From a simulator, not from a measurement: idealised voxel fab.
This section sets out a process module, namely voxel tone inversion.
Square cells of 5 nm make up the cross-section cut, whose width is 165 nm.
A cross-section is a grid of square cells, given in bands from the top down. A band is one or more rows of cells. Basically the band line says how high the top is and how high the bottom is, in nm, and then what's in it from left to right, every material with its width in nm. Empty space shows up as "blank", and if a single material carries "everywhere" it runs the full band edge to edge. Below 0: as-received wafer, all one material; heights counted from there. Lowest band: no bottom, goes on down, written "z 0 and below". Width "30 to 40": first value at the band's top row of cells, second value at its bottom row, equal change from row to row. "identical to before" means the step left every cell of the cross-section as it was. In the "Trapped voids" entry, you get each enclosed empty space of 8 cells or more, one with no open way to the top, written width x height at distance, distance from the left edge, in nm. If you see something after the settings on a step's line, that's the simulator's own remark about that step. For masked steps, "overlay nm" on the step line gives how far right of plan the mask actually lay; a minus sign means it lay to the left.
## Planned process steps
1: RECEIVE,material Si
2: CONFORMAL_DEP,material SiCN,thk nm 5
3: DIRECTIONAL_DEP,material polySi,thk nm 15
4: PATTERN,tone cover,mask id POSTS,material resist,width nm 15,pitch nm 40,thk nm 20,overlay nm -15
5: DIRECTIONAL_ETCH,etch materials polySi,depth nm 15
6: STRIP,etch materials resist
7: FILL_DEP,material SiO2,thk nm 5
8: CMP,height nm 20
9: STRIP,etch materials polySi
Be aware that, although all wafers share a common starting state, the overlay nm at step 4 differs among them, and the plan displays the first wafer's value.
## First of several wafers, received after step 1, in cross-section
    z 0 and below = Si everywhere
    Trapped voids: none
## Where each wafer stands at the end of the module, a row apiece: cells of each material gained (+) or lost (-) since it was received, then closed voids
overlay nm -15, +33 SiCN, +81 SiO2, Trapped voids: none
overlay nm -10, +33 SiCN, +81 SiO2, Trapped voids: none
overlay nm -5, +33 SiCN, +81 SiO2, Trapped voids: none
overlay nm 0, +33 SiCN, +81 SiO2, Trapped voids: none
overlay nm 5, +33 SiCN, +81 SiO2, Trapped voids: none
overlay nm 10, +33 SiCN, +81 SiO2, Trapped voids: none
overlay nm 15, +33 SiCN, +81 SiO2, Trapped voids: none
